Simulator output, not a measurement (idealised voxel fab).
The process module that follows is named voxel capacitor over wiring.
Each square cell in cross-section cut measures 5 nm, and the section as a whole is 215 nm wide.
Heads up, the way a cross-section reads in here is a grid of square cells, handed over as bands from the top down, with every band being one or more rows of cells. A band entry consists of two parts. The first gives the height of the band's top and the height of its bottom, in nm. The rest lists the band's materials from left to right, each with its width in nm. A single material labelled with the word "all across" fills the band from edge to edge, and the word "air" marks empty space. Beneath 0, the wafer as received is one material, and that level is where height counting begins. The lowest band goes on downward without a bottom; it is written like "top 0, no bottom". A width given as "30 to 40" starts at the first number in the band's top row and ends at the second number in its bottom row, shifting by an equal amount at every step from row to row. A step reported as "remained unchanged" is a step in which no cell of the cross-section changed. "Closed internal cavities": empty spaces of 8 cells or more with no open way to the top, each given as width x height at distance, distance from the left edge, all in nm. Text after the settings on a step's line: the simulator's own remark on that step. A step's line can hold "overlay nm"; with a mask on that step, the setting says how far right of the planned place the mask lay, while a negative setting says it lay to the left. Pairs follow: section before one process step, section after it down to the lowest changed band, step with settings underneath. Pairs may come from different runs of this module on the same starting wafer; continuity with the pair above only as stated in the "Pre-step profile" entry.
-- Pre-step profile
* top 55, bottom 50: SiCN all across
* top 50, bottom 45: 50 of SiCN, then 35 of Ru, then 40 of SiCN, then 35 of Ru, then 55 of SiCN
* top 45, bottom 35: 55 of lowk, then 5 of TiN, then 15 of W, then 5 of TiN, then 50 of lowk, then 5 of TiN, then 15 of W, then 5 of TiN, then 60 of lowk
* top 35, bottom 30: 55 of SiN, then 25 of TiN, then 50 of SiN, then 25 of TiN, then 60 of SiN
* top 30, bottom 0: SiO2 all across
* top 0, no bottom: Si all across
* Closed internal cavities: none
-- State After Step
* top 75, bottom 55: SiO2 all across
* Unchanged below 55.
* Closed internal cavities: none
Going from the before section above to the after section, the step was DIRECTIONAL_DEP,material SiO2,thk nm 20
Pre-step profile: after-step cross-section of the pair just above applies.
-- State After Step
* top 95, bottom 75: 65 of resist, then 15 of air, then 135 of resist
* Unchanged below 75.
* Closed internal cavities: none
Going from the before section above to the after section, the step was PATTERN,tone open,mask id PLUG_1,material resist,width nm 15,thk nm 20,overlay nm 0
Pre-step profile: after-step cross-section of the pair just above applies.
-- State After Step
* top 95, bottom 75: 65 of resist, then 15 of air, then 135 of resist
* top 75, bottom 55: 65 of SiO2, then 15 of air, then 135 of SiO2
* Unchanged below 55.
* Closed internal cavities: none
Going from the before section above to the after section, the step was DIRECTIONAL_ETCH,etch materials SiO2,depth nm 20
Pre-step profile: after-step cross-section of the pair just above applies.
-- State After Step
* top 95, bottom 75: 65 of resist, then 15 of air, then 135 of resist
* top 75, bottom 55: 65 of SiO2, then 15 of air, then 135 of SiO2
* top 55, bottom 50: 65 of SiCN, then 15 of air, then 135 of SiCN
* Unchanged below 50.
* Closed internal cavities: none
Going from the before section above to the after section, the step was DIRECTIONAL_ETCH,etch materials SiCN,depth nm 5
Pre-step profile: after-step cross-section of the pair just above applies.
-- State After Step
* top 75, bottom 55: 65 of SiO2, then 15 of air, then 135 of SiO2
* Unchanged below 55.
* Closed internal cavities: none
Going from the before section above to the after section, the step was STRIP,etch materials resist
Pre-step profile: after-step cross-section of the pair just above applies.
-- State After Step
* top 80, bottom 75: 70 of TiN, then 5 of air, then 140 of TiN
* top 75, bottom 55: 65 of SiO2, then 5 of TiN, then 5 of air, then 5 of TiN, then 135 of SiO2
* top 55, bottom 50: 65 of SiCN, then 15 of TiN, then 135 of SiCN
* Unchanged below 50.
* Closed internal cavities: none
Going from the before section above to the after section, the step was CONFORMAL_DEP,material TiN,thk nm 5
Pre-step profile: after-step cross-section of the pair just above applies.
-- State After Step
* top 85, bottom 80: Cu all across
* top 80, bottom 75: 70 of TiN, then 5 of Cu, then 140 of TiN
* top 75, bottom 55: 65 of SiO2, then 5 of TiN, then 5 of Cu, then 5 of TiN, then 135 of SiO2
* Unchanged below 55.
* Closed internal cavities: none
Going from the before section above to the after section, the step was FILL_DEP,material Cu,thk nm 5
Pre-step profile: after-step cross-section of the pair just above applies.
-- State After Step
* top 75, bottom 55: 65 of SiO2, then 5 of TiN, then 5 of Cu, then 5 of TiN, then 135 of SiO2
* Unchanged below 55.
* Closed internal cavities: none
Going from the before section above to the after section, the step was CMP,height nm 75
Pre-step profile: after-step cross-section of the pair just above applies.
-- State After Step
* top 85, bottom 75: TiN all across
* Unchanged below 75.
* Closed internal cavities: none
Going from the before section above to the after section, the step was DIRECTIONAL_DEP,material TiN,thk nm 10
Pre-step profile: after-step cross-section of the pair just above applies.
-- State After Step
* top 90, bottom 85: HfO2 all across
* Unchanged below 85.
* Closed internal cavities: none
Going from the before section above to the after section, the step was DIRECTIONAL_DEP,material HfO2,thk nm 5
Pre-step profile: after-step cross-section of the pair just above applies.
-- State After Step
* top 100, bottom 90: TiN all across
* Unchanged below 90.
* Closed internal cavities: none
Going from the before section above to the after section, the step was DIRECTIONAL_DEP,material TiN,thk nm 10
Pre-step profile: after-step cross-section of the pair just above applies.
-- State After Step
* top 100, bottom 90: 65 of air, then 55 of TiN, then 95 of air
* Unchanged below 90.
* Closed internal cavities: none
Going from the before section above to the after section, the step was MASKED_ETCH,tone cover,mask id UPPER_PLATE,width nm 55,etch materials TiN,depth nm 10,overlay nm 0
Pre-step profile: after-step cross-section of the pair just above applies.
-- State After Step
* top 100, bottom 90: 65 of air, then 55 of TiN, then 95 of air
* top 90, bottom 85: 65 of air, then 55 of HfO2, then 95 of air
* Unchanged below 85.
* Closed internal cavities: none
Going from the before section above to the after section, the step was MASKED_ETCH,tone cover,mask id UPPER_PLATE,width nm 55,etch materials HfO2,depth nm 5,overlay nm 0
Pre-step profile: after-step cross-section of the pair just above applies.
-- State After Step
* top 120, bottom 100: 60 of air, then 65 of resist, then 90 of air
* top 100, bottom 90: 60 of air, then 5 of resist, then 55 of TiN, then 5 of resist, then 90 of air
* top 90, bottom 85: 60 of air, then 5 of resist, then 55 of HfO2, then 5 of resist, then 90 of air
* Unchanged below 85.
* Closed internal cavities: none
Going from the before section above to the after section, the step was PATTERN,tone cover,mask id LOWER_PLATE,material resist,width nm 65,thk nm 20,overlay nm 0
Pre-step profile: after-step cross-section of the pair just above applies.
-- State After Step
* top 120, bottom 100: 60 of air, then 65 of resist, then 90 of air
* top 100, bottom 90: 60 of air, then 5 of resist, then 55 of TiN, then 5 of resist, then 90 of air
* top 90, bottom 85: 60 of air, then 5 of resist, then 55 of HfO2, then 5 of resist, then 90 of air
* top 85, bottom 75: 60 of air, then 65 of TiN, then 90 of air
* Unchanged below 75.
* Closed internal cavities: none
Going from the before section above to the after section, the step was DIRECTIONAL_ETCH,etch materials TiN,depth nm 10
Pre-step profile: after-step cross-section of the pair just above applies.
-- State After Step
* top 100, bottom 90: 65 of air, then 55 of TiN, then 95 of air
* top 90, bottom 85: 65 of air, then 55 of HfO2, then 95 of air
* Unchanged below 85.
* Closed internal cavities: none
Going from the before section above to the after section, the step was STRIP,etch materials resist
Pre-step profile: after-step cross-section of the pair just above applies.
-- State After Step
* top 115, bottom 100: SiO2 all across
* top 100, bottom 90: 65 of SiO2, then 55 of TiN, then 95 of SiO2
* top 90, bottom 85: 65 of SiO2, then 55 of HfO2, then 95 of SiO2
* top 85, bottom 75: 60 of SiO2, then 65 of TiN, then 90 of SiO2
* Unchanged below 75.
* Closed internal cavities: none
Going from the before section above to the after section, the step was FILL_DEP,material SiO2,thk nm 15
Pre-step profile: after-step cross-section of the pair just above applies.
-- State After Step
* top 110, bottom 100: SiO2 all across
* Unchanged below 100.
* Closed internal cavities: none
Going from the before section above to the after section, the step was CMP,height nm 110
Pre-step profile: after-step cross-section of the pair just above applies.
-- State After Step
* top 110, bottom 100: 75 of SiO2, then 15 of air, then 125 of SiO2
* Unchanged below 100.
* Closed internal cavities: none
Going from the before section above to the after section, the step was MASKED_ETCH,tone open,mask id PLUG_2,width nm 15,etch materials SiO2,depth nm 10,overlay nm 0
Pre-step profile: after-step cross-section of the pair just above applies.
-- State After Step
* top 115, bottom 110: 80 of TiN, then 5 of air, then 130 of TiN
* top 110, bottom 105: 75 of SiO2, then 5 of TiN, then 5 of air, then 5 of TiN, then 125 of SiO2
* top 105, bottom 100: 75 of SiO2, then 15 of TiN, then 125 of SiO2
* Unchanged below 100.
* Closed internal cavities: none
Going from the before section above to the after section, the step was CONFORMAL_DEP,material TiN,thk nm 5
Pre-step profile: after-step cross-section of the pair just above applies.
-- State After Step
* top 125, bottom 115: Ru all across
* top 115, bottom 110: 80 of TiN, then 5 of Ru, then 130 of TiN
* top 110, bottom 105: 75 of SiO2, then 5 of TiN, then 5 of Ru, then 5 of TiN, then 125 of SiO2
* Unchanged below 105.
* Closed internal cavities: none
Going from the before section above to the after section, the step was FILL_DEP,material Ru,thk nm 10
Pre-step profile: after-step cross-section of the pair just above applies.
-- State After Step
* top 110, bottom 105: 75 of SiO2, then 5 of TiN, then 5 of Ru, then 5 of TiN, then 125 of SiO2
* Unchanged below 105.
* Closed internal cavities: none
Going from the before section above to the after section, the step was CMP,height nm 110
Pre-step profile: after-step cross-section of the pair just above applies.
-- State After Step
* top 115, bottom 110: SiN all across
* Unchanged below 110.
* Closed internal cavities: none
Going from the before section above to the after section, the step was CONFORMAL_DEP,material SiN,thk nm 5
-- Pre-step profile
* top 85, bottom 75: TiN all across
* top 75, bottom 55: 65 of SiO2, then 5 of TiN, then 5 of Cu, then 5 of TiN, then 135 of SiO2
* top 55, bottom 50: 65 of SiCN, then 15 of TiN, then 135 of SiCN
* top 50, bottom 45: 50 of SiCN, then 35 of Ru, then 40 of SiCN, then 35 of Ru, then 55 of SiCN
* top 45, bottom 20: 55 of lowk, then 5 of TiN, then 15 of W, then 5 of TiN, then 50 of lowk, then 5 of TiN, then 15 of W, then 5 of TiN, then 60 of lowk
* top 20, bottom 15: 55 of SiN, then 25 of TiN, then 50 of SiN, then 25 of TiN, then 60 of SiN
* top 15, bottom 0: SiO2 all across
* top 0, no bottom: Si all across
* Closed internal cavities: none
-- State After Step
* top 95, bottom 75: TiN all across
* Unchanged below 75.
* Closed internal cavities: none
Going from the before section above to the after section, the step was DIRECTIONAL_DEP,material TiN,thk nm 10
Pre-step profile: after-step cross-section of the pair just above applies.
-- State After Step
* top 100, bottom 95: HfO2 all across
* Unchanged below 95.
* Closed internal cavities: none
Going from the before section above to the after section, the step was DIRECTIONAL_DEP,material HfO2,thk nm 5
Pre-step profile: after-step cross-section of the pair just above applies.
-- State After Step
* top 100, bottom 95: 65 of air, then 55 of HfO2, then 95 of air
* Unchanged below 95.
* Closed internal cavities: none
Going from the before section above to the after section, the step was MASKED_ETCH,tone cover,mask id UPPER_PLATE,width nm 55,etch materials HfO2,depth nm 5,overlay nm 0
Pre-step profile: after-step cross-section of the pair just above applies.
-- State After Step
* top 120, bottom 100: 60 of air, then 65 of resist, then 90 of air
* top 100, bottom 95: 60 of air, then 5 of resist, then 55 of HfO2, then 5 of resist, then 90 of air
* Unchanged below 95.
* Closed internal cavities: none
Going from the before section above to the after section, the step was PATTERN,tone cover,mask id LOWER_PLATE,material resist,width nm 65,thk nm 20,overlay nm 0
Pre-step profile: after-step cross-section of the pair just above applies.
-- State After Step
* top 120, bottom 100: 60 of air, then 65 of resist, then 90 of air
* top 100, bottom 95: 60 of air, then 5 of resist, then 55 of HfO2, then 5 of resist, then 90 of air
* top 95, bottom 85: 60 of air, then 65 of TiN, then 90 of air
* Unchanged below 85.
* Closed internal cavities: none
Going from the before section above to the after section, the step was DIRECTIONAL_ETCH,etch materials TiN,depth nm 10
Pre-step profile: after-step cross-section of the pair just above applies.
-- State After Step
* top 100, bottom 95: 65 of air, then 55 of HfO2, then 95 of air
* Unchanged below 95.
* Closed internal cavities: none
Going from the before section above to the after section, the step was STRIP,etch materials resist
Pre-step profile: after-step cross-section of the pair just above applies.
-- State After Step
* top 115, bottom 100: SiO2 all across
* top 100, bottom 95: 65 of SiO2, then 55 of HfO2, then 95 of SiO2
* top 95, bottom 85: 60 of SiO2, then 65 of TiN, then 90 of SiO2
* Unchanged below 85.
* Closed internal cavities: none
Going from the before section above to the after section, the step was FILL_DEP,material SiO2,thk nm 15
Pre-step profile: after-step cross-section of the pair just above applies.
-- State After Step
* top 110, bottom 100: SiO2 all across
* Unchanged below 100.
* Closed internal cavities: none
Going from the before section above to the after section, the step was CMP,height nm 110
Pre-step profile: after-step cross-section of the pair just above applies.
-- State After Step
* top 110, bottom 100: 75 of SiO2, then 15 of air, then 125 of SiO2
* Unchanged below 100.
* Closed internal cavities: none
Going from the before section above to the after section, the step was MASKED_ETCH,tone open,mask id PLUG_2,width nm 15,etch materials SiO2,depth nm 10,overlay nm 0
Pre-step profile: after-step cross-section of the pair just above applies.
-- State After Step
* top 115, bottom 110: 80 of TiN, then 5 of air, then 130 of TiN
* top 110, bottom 105: 75 of SiO2, then 5 of TiN, then 5 of air, then 5 of TiN, then 125 of SiO2
* top 105, bottom 100: 75 of SiO2, then 15 of TiN, then 125 of SiO2
* Unchanged below 100.
* Closed internal cavities: none
Going from the before section above to the after section, the step was CONFORMAL_DEP,material TiN,thk nm 5
Pre-step profile: after-step cross-section of the pair just above applies.
-- State After Step
* top 125, bottom 115: Ru all across
* top 115, bottom 110: 80 of TiN, then 5 of Ru, then 130 of TiN
* top 110, bottom 105: 75 of SiO2, then 5 of TiN, then 5 of Ru, then 5 of TiN, then 125 of SiO2
* Unchanged below 105.
* Closed internal cavities: none
Going from the before section above to the after section, the step was FILL_DEP,material Ru,thk nm 10
Pre-step profile: after-step cross-section of the pair just above applies.
-- State After Step
* top 110, bottom 105: 75 of SiO2, then 5 of TiN, then 5 of Ru, then 5 of TiN, then 125 of SiO2
* Unchanged below 105.
* Closed internal cavities: none
Going from the before section above to the after section, the step was CMP,height nm 110
Pre-step profile: after-step cross-section of the pair just above applies.
-- State After Step
* top 115, bottom 110: SiN all across
* Unchanged below 110.
* Closed internal cavities: none
Going from the before section above to the after section, the step was CONFORMAL_DEP,material SiN,thk nm 5
-- Pre-step profile
* top 60, bottom 50: W all across
* top 50, bottom 45: 60 of TiN, then 15 of W, then 60 of TiN, then 15 of W, then 65 of TiN
* top 45, bottom 20: 55 of lowk, then 5 of TiN, then 15 of W, then 5 of TiN, then 50 of lowk, then 5 of TiN, then 15 of W, then 5 of TiN, then 60 of lowk
* top 20, bottom 15: 55 of SiN, then 25 of TiN, then 50 of SiN, then 25 of TiN, then 60 of SiN
* top 15, bottom 0: SiO2 all across
* top 0, no bottom: Si all across
* Closed internal cavities: none
-- State After Step
* top 40, bottom 20: 55 of lowk, then 5 of TiN, then 15 of W, then 5 of TiN, then 50 of lowk, then 5 of TiN, then 15 of W, then 5 of TiN, then 60 of lowk
* Unchanged below 20.
* Closed internal cavities: none
Going from the before section above to the after section, the step was CMP,height nm 40
Pre-step profile: after-step cross-section of the pair just above applies.
-- State After Step
* top 45, bottom 40: 50 of air, then 35 of Ru, then 40 of air, then 35 of Ru, then 55 of air
* Unchanged below 40.
* Closed internal cavities: none
Going from the before section above to the after section, the step was EPI,material Ru,thk nm 5
Pre-step profile: after-step cross-section of the pair just above applies.
-- State After Step
* top 50, bottom 45: SiCN all across
* top 45, bottom 40: 50 of SiCN, then 35 of Ru, then 40 of SiCN, then 35 of Ru, then 55 of SiCN
* Unchanged below 40.
* Closed internal cavities: none
Going from the before section above to the after section, the step was FILL_DEP,material SiCN,thk nm 5
Pre-step profile: after-step cross-section of the pair just above applies.
-- State After Step
* top 70, bottom 50: SiO2 all across
* Unchanged below 50.
* Closed internal cavities: none
Going from the before section above to the after section, the step was DIRECTIONAL_DEP,material SiO2,thk nm 20
Pre-step profile: after-step cross-section of the pair just above applies.
-- State After Step
* top 90, bottom 70: 65 of resist, then 15 of air, then 135 of resist
* Unchanged below 70.
* Closed internal cavities: none
Going from the before section above to the after section, the step was PATTERN,tone open,mask id PLUG_1,material resist,width nm 15,thk nm 20,overlay nm 0
Pre-step profile: after-step cross-section of the pair just above applies.
-- State After Step
* top 90, bottom 70: 65 of resist, then 15 of air, then 135 of resist
* top 70, bottom 50: 65 of SiO2, then 15 of air, then 135 of SiO2
* Unchanged below 50.
* Closed internal cavities: none
Going from the before section above to the after section, the step was DIRECTIONAL_ETCH,etch materials SiO2,depth nm 20
Pre-step profile: after-step cross-section of the pair just above applies.
-- State After Step
* top 90, bottom 70: 65 of resist, then 15 of air, then 135 of resist
* top 70, bottom 50: 65 of SiO2, then 15 of air, then 135 of SiO2
* top 50, bottom 45: 65 of SiCN, then 15 of air, then 135 of SiCN
* Unchanged below 45.
* Closed internal cavities: none
Going from the before section above to the after section, the step was DIRECTIONAL_ETCH,etch materials SiCN,depth nm 5
Pre-step profile: after-step cross-section of the pair just above applies.
-- State After Step
* top 70, bottom 50: 65 of SiO2, then 15 of air, then 135 of SiO2
* Unchanged below 50.
* Closed internal cavities: none
Going from the before section above to the after section, the step was STRIP,etch materials resist
Pre-step profile: after-step cross-section of the pair just above applies.
-- State After Step
* top 75, bottom 70: 70 of TiN, then 5 of air, then 140 of TiN
* top 70, bottom 50: 65 of SiO2, then 5 of TiN, then 5 of air, then 5 of TiN, then 135 of SiO2
* top 50, bottom 45: 65 of SiCN, then 15 of TiN, then 135 of SiCN
* Unchanged below 45.
* Closed internal cavities: none
Going from the before section above to the after section, the step was CONFORMAL_DEP,material TiN,thk nm 5
Pre-step profile: after-step cross-section of the pair just above applies.
-- State After Step
* top 80, bottom 75: Cu all across
* top 75, bottom 70: 70 of TiN, then 5 of Cu, then 140 of TiN
* top 70, bottom 50: 65 of SiO2, then 5 of TiN, then 5 of Cu, then 5 of TiN, then 135 of SiO2
* Unchanged below 50.
* Closed internal cavities: none
Going from the before section above to the after section, the step was FILL_DEP,material Cu,thk nm 5
Pre-step profile: after-step cross-section of the pair just above applies.
-- State After Step
* top 75, bottom 70: 70 of TiN, then 5 of Cu, then 140 of TiN
* Unchanged below 70.
* Closed internal cavities: none
Going from the before section above to the after section, the step was CMP,height nm 75
Pre-step profile: after-step cross-section of the pair just above applies.
-- State After Step
* top 85, bottom 75: TiN all across
* Unchanged below 75.
* Closed internal cavities: none
Going from the before section above to the after section, the step was DIRECTIONAL_DEP,material TiN,thk nm 10
Pre-step profile: after-step cross-section of the pair just above applies.
-- State After Step
* top 90, bottom 85: HfO2 all across
* Unchanged below 85.
* Closed internal cavities: none
Going from the before section above to the after section, the step was DIRECTIONAL_DEP,material HfO2,thk nm 5
Pre-step profile: after-step cross-section of the pair just above applies.
-- State After Step
* top 100, bottom 90: TiN all across
* Unchanged below 90.
* Closed internal cavities: none
Going from the before section above to the after section, the step was DIRECTIONAL_DEP,material TiN,thk nm 10
Pre-step profile: after-step cross-section of the pair just above applies.
-- State After Step
* top 100, bottom 90: 65 of air, then 55 of TiN, then 95 of air
* Unchanged below 90.
* Closed internal cavities: none
Going from the before section above to the after section, the step was MASKED_ETCH,tone cover,mask id UPPER_PLATE,width nm 55,etch materials TiN,depth nm 10,overlay nm 0
Pre-step profile: after-step cross-section of the pair just above applies.
-- State After Step
* top 100, bottom 90: 65 of air, then 55 of TiN, then 95 of air
* top 90, bottom 85: 65 of air, then 55 of HfO2, then 95 of air
* Unchanged below 85.
* Closed internal cavities: none
Going from the before section above to the after section, the step was MASKED_ETCH,tone cover,mask id UPPER_PLATE,width nm 55,etch materials HfO2,depth nm 5,overlay nm 0
Pre-step profile: after-step cross-section of the pair just above applies.
-- State After Step
* top 120, bottom 100: 60 of air, then 65 of resist, then 90 of air
* top 100, bottom 90: 60 of air, then 5 of resist, then 55 of TiN, then 5 of resist, then 90 of air
* top 90, bottom 85: 60 of air, then 5 of resist, then 55 of HfO2, then 5 of resist, then 90 of air
* Unchanged below 85.
* Closed internal cavities: none
Going from the before section above to the after section, the step was PATTERN,tone cover,mask id LOWER_PLATE,material resist,width nm 65,thk nm 20,overlay nm 0
Pre-step profile: after-step cross-section of the pair just above applies.
-- State After Step
* top 120, bottom 100: 60 of air, then 65 of resist, then 90 of air
* top 100, bottom 90: 60 of air, then 5 of resist, then 55 of TiN, then 5 of resist, then 90 of air
* top 90, bottom 85: 60 of air, then 5 of resist, then 55 of HfO2, then 5 of resist, then 90 of air
* top 85, bottom 75: 60 of air, then 65 of TiN, then 90 of air
* Unchanged below 75.
* Closed internal cavities: none
Going from the before section above to the after section, the step was DIRECTIONAL_ETCH,etch materials TiN,depth nm 10
Pre-step profile: after-step cross-section of the pair just above applies.
-- State After Step
* top 100, bottom 90: 65 of air, then 55 of TiN, then 95 of air
* top 90, bottom 85: 65 of air, then 55 of HfO2, then 95 of air
* Unchanged below 85.
* Closed internal cavities: none
Going from the before section above to the after section, the step was STRIP,etch materials resist
Pre-step profile: after-step cross-section of the pair just above applies.
-- State After Step
* top 115, bottom 100: SiO2 all across
* top 100, bottom 90: 65 of SiO2, then 55 of TiN, then 95 of SiO2
* top 90, bottom 85: 65 of SiO2, then 55 of HfO2, then 95 of SiO2
* top 85, bottom 75: 60 of SiO2, then 65 of TiN, then 90 of SiO2
* Unchanged below 75.
* Closed internal cavities: none
Going from the before section above to the after section, the step was FILL_DEP,material SiO2,thk nm 15
Pre-step profile: after-step cross-section of the pair just above applies.
-- State After Step
* top 110, bottom 100: SiO2 all across
* Unchanged below 100.
* Closed internal cavities: none
Going from the before section above to the after section, the step was CMP,height nm 110
Pre-step profile: after-step cross-section of the pair just above applies.
-- State After Step
* top 110, bottom 100: 75 of SiO2, then 15 of air, then 125 of SiO2
* Unchanged below 100.
* Closed internal cavities: none
Going from the before section above to the after section, the step was MASKED_ETCH,tone open,mask id PLUG_2,width nm 15,etch materials SiO2,depth nm 10,overlay nm 0
Pre-step profile: after-step cross-section of the pair just above applies.
-- State After Step
* top 115, bottom 110: 80 of TiN, then 5 of air, then 130 of TiN
* top 110, bottom 105: 75 of SiO2, then 5 of TiN, then 5 of air, then 5 of TiN, then 125 of SiO2
* top 105, bottom 100: 75 of SiO2, then 15 of TiN, then 125 of SiO2
* Unchanged below 100.
* Closed internal cavities: none
Going from the before section above to the after section, the step was CONFORMAL_DEP,material TiN,thk nm 5
Pre-step profile: after-step cross-section of the pair just above applies.
-- State After Step
* top 125, bottom 115: Ru all across
* top 115, bottom 110: 80 of TiN, then 5 of Ru, then 130 of TiN
* top 110, bottom 105: 75 of SiO2, then 5 of TiN, then 5 of Ru, then 5 of TiN, then 125 of SiO2
* Unchanged below 105.
* Closed internal cavities: none
Going from the before section above to the after section, the step was FILL_DEP,material Ru,thk nm 10
Pre-step profile: after-step cross-section of the pair just above applies.
-- State After Step
* top 110, bottom 105: 75 of SiO2, then 5 of TiN, then 5 of Ru, then 5 of TiN, then 125 of SiO2
* Unchanged below 105.
* Closed internal cavities: none
Going from the before section above to the after section, the step was CMP,height nm 110
Pre-step profile: after-step cross-section of the pair just above applies.
-- State After Step
* top 115, bottom 110: SiN all across
* Unchanged below 110.
* Closed internal cavities: none
Going from the before section above to the after section, the step was CONFORMAL_DEP,material SiN,thk nm 5
-- Pre-step profile
* top 100, bottom 90: TiN all across
* top 90, bottom 85: HfO2 all across
* top 85, bottom 75: TiN all across
* top 75, bottom 55: 65 of SiO2, then 5 of TiN, then 5 of Cu, then 5 of TiN, then 135 of SiO2
* top 55, bottom 50: 65 of SiCN, then 15 of TiN, then 135 of SiCN
* top 50, bottom 45: 50 of SiCN, then 35 of Ru, then 40 of SiCN, then 35 of Ru, then 55 of SiCN
* top 45, bottom 20: 55 of lowk, then 5 of TiN, then 15 of W, then 5 of TiN, then 50 of lowk, then 5 of TiN, then 15 of W, then 5 of TiN, then 60 of lowk
* top 20, bottom 15: 55 of SiN, then 25 of TiN, then 50 of SiN, then 25 of TiN, then 60 of SiN
* top 15, bottom 0: SiO2 all across
* top 0, no bottom: Si all across
* Closed internal cavities: none
-- State After Step
* top 100, bottom 90: 60 of air, then 65 of TiN, then 90 of air
* Unchanged below 90.
* Closed internal cavities: none
Going from the before section above to the after section, the step was MASKED_ETCH,tone cover,mask id UPPER_PLATE,width nm 65,etch materials TiN,depth nm 10,overlay nm 0
Pre-step profile: after-step cross-section of the pair just above applies.
-- State After Step
* top 100, bottom 90: 60 of air, then 65 of TiN, then 90 of air
* top 90, bottom 85: 60 of air, then 65 of HfO2, then 90 of air
* Unchanged below 85.
* Closed internal cavities: none
Going from the before section above to the after section, the step was MASKED_ETCH,tone cover,mask id UPPER_PLATE,width nm 55,etch materials HfO2,depth nm 5,overlay nm 0
Pre-step profile: after-step cross-section of the pair just above applies.
-- State After Step
* top 120, bottom 100: 60 of air, then 65 of resist, then 90 of air
* Unchanged below 100.
* Closed internal cavities: none
Going from the before section above to the after section, the step was PATTERN,tone cover,mask id LOWER_PLATE,material resist,width nm 65,thk nm 20,overlay nm 0
Pre-step profile: after-step cross-section of the pair just above applies.
-- State After Step
* top 120, bottom 100: 60 of air, then 65 of resist, then 90 of air
* top 100, bottom 90: 60 of air, then 65 of TiN, then 90 of air
* top 90, bottom 85: 60 of air, then 65 of HfO2, then 90 of air
* top 85, bottom 75: 60 of air, then 65 of TiN, then 90 of air
* Unchanged below 75.
* Closed internal cavities: none
Going from the before section above to the after section, the step was DIRECTIONAL_ETCH,etch materials TiN,depth nm 10
Pre-step profile: after-step cross-section of the pair just above applies.
-- State After Step
* top 100, bottom 90: 60 of air, then 65 of TiN, then 90 of air
* Unchanged below 90.
* Closed internal cavities: none
Going from the before section above to the after section, the step was STRIP,etch materials resist
Pre-step profile: after-step cross-section of the pair just above applies.
-- State After Step
* top 115, bottom 100: SiO2 all across
* top 100, bottom 90: 60 of SiO2, then 65 of TiN, then 90 of SiO2
* top 90, bottom 85: 60 of SiO2, then 65 of HfO2, then 90 of SiO2
* top 85, bottom 75: 60 of SiO2, then 65 of TiN, then 90 of SiO2
* Unchanged below 75.
* Closed internal cavities: none
Going from the before section above to the after section, the step was FILL_DEP,material SiO2,thk nm 15
Pre-step profile: after-step cross-section of the pair just above applies.
-- State After Step
* top 110, bottom 100: SiO2 all across
* Unchanged below 100.
* Closed internal cavities: none
Going from the before section above to the after section, the step was CMP,height nm 110
Pre-step profile: after-step cross-section of the pair just above applies.
-- State After Step
* top 110, bottom 100: 75 of SiO2, then 15 of air, then 125 of SiO2
* Unchanged below 100.
* Closed internal cavities: none
Going from the before section above to the after section, the step was MASKED_ETCH,tone open,mask id PLUG_2,width nm 15,etch materials SiO2,depth nm 10,overlay nm 0
Pre-step profile: after-step cross-section of the pair just above applies.
-- State After Step
* top 115, bottom 110: 80 of TiN, then 5 of air, then 130 of TiN
* top 110, bottom 105: 75 of SiO2, then 5 of TiN, then 5 of air, then 5 of TiN, then 125 of SiO2
* top 105, bottom 100: 75 of SiO2, then 15 of TiN, then 125 of SiO2
* Unchanged below 100.
* Closed internal cavities: none
Going from the before section above to the after section, the step was CONFORMAL_DEP,material TiN,thk nm 5
Pre-step profile: after-step cross-section of the pair just above applies.
-- State After Step
* top 125, bottom 115: Ru all across
* top 115, bottom 110: 80 of TiN, then 5 of Ru, then 130 of TiN
* top 110, bottom 105: 75 of SiO2, then 5 of TiN, then 5 of Ru, then 5 of TiN, then 125 of SiO2
* Unchanged below 105.
* Closed internal cavities: none
Going from the before section above to the after section, the step was FILL_DEP,material Ru,thk nm 10
Pre-step profile: after-step cross-section of the pair just above applies.
-- State After Step
* top 110, bottom 105: 75 of SiO2, then 5 of TiN, then 5 of Ru, then 5 of TiN, then 125 of SiO2
* Unchanged below 105.
* Closed internal cavities: none
Going from the before section above to the after section, the step was CMP,height nm 110
Pre-step profile: after-step cross-section of the pair just above applies.
-- State After Step
* top 115, bottom 110: SiN all across
* Unchanged below 110.
* Closed internal cavities: none
Going from the before section above to the after section, the step was CONFORMAL_DEP,material SiN,thk nm 5
-- Pre-step profile
* top 110, bottom 100: SiO2 all across
* top 100, bottom 90: 65 of SiO2, then 55 of TiN, then 95 of SiO2
* top 90, bottom 85: 65 of SiO2, then 55 of HfO2, then 95 of SiO2
* top 85, bottom 75: 60 of SiO2, then 65 of TiN, then 90 of SiO2
* top 75, bottom 55: 65 of SiO2, then 5 of TiN, then 5 of Cu, then 5 of TiN, then 135 of SiO2
* top 55, bottom 50: 65 of SiCN, then 15 of TiN, then 135 of SiCN
* top 50, bottom 45: 50 of SiCN, then 35 of Ru, then 40 of SiCN, then 35 of Ru, then 55 of SiCN
* top 45, bottom 20: 55 of lowk, then 5 of TiN, then 15 of W, then 5 of TiN, then 50 of lowk, then 5 of TiN, then 15 of W, then 5 of TiN, then 60 of lowk
* top 20, bottom 15: 55 of SiN, then 25 of TiN, then 50 of SiN, then 25 of TiN, then 60 of SiN
* top 15, bottom 0: SiO2 all across
* top 0, no bottom: Si all across
* Closed internal cavities: none
-- State After Step
* top 110, bottom 100: 65 of SiO2, then 15 of air, then 135 of SiO2
* Unchanged below 100.
* Closed internal cavities: none
Going from the before section above to the after section, the step was MASKED_ETCH,tone open,mask id PLUG_2,width nm 15,etch materials SiO2,depth nm 10,overlay nm -10
Pre-step profile: after-step cross-section of the pair just above applies.
-- State After Step
* top 115, bottom 110: 70 of TiN, then 5 of air, then 140 of TiN
* top 110, bottom 105: 65 of SiO2, then 5 of TiN, then 5 of air, then 5 of TiN, then 135 of SiO2
* top 105, bottom 100: 65 of SiO2, then 15 of TiN, then 135 of SiO2
* Unchanged below 100.
* Closed internal cavities: none
Going from the before section above to the after section, the step was CONFORMAL_DEP,material TiN,thk nm 5
Pre-step profile: after-step cross-section of the pair just above applies.
-- State After Step
* top 125, bottom 115: Ru all across
* top 115, bottom 110: 70 of TiN, then 5 of Ru, then 140 of TiN
* top 110, bottom 105: 65 of SiO2, then 5 of TiN, then 5 of Ru, then 5 of TiN, then 135 of SiO2
* Unchanged below 105.
* Closed internal cavities: none
Going from the before section above to the after section, the step was FILL_DEP,material Ru,thk nm 10
Pre-step profile: after-step cross-section of the pair just above applies.
-- State After Step
* top 110, bottom 105: 65 of SiO2, then 5 of TiN, then 5 of Ru, then 5 of TiN, then 135 of SiO2
* Unchanged below 105.
* Closed internal cavities: none
Going from the before section above to the after section, the step was CMP,height nm 110
Pre-step profile: after-step cross-section of the pair just above applies.
-- State After Step
* top 115, bottom 110: SiN all across
* Unchanged below 110.
* Closed internal cavities: none
Going from the before section above to the after section, the step was CONFORMAL_DEP,material SiN,thk nm 5
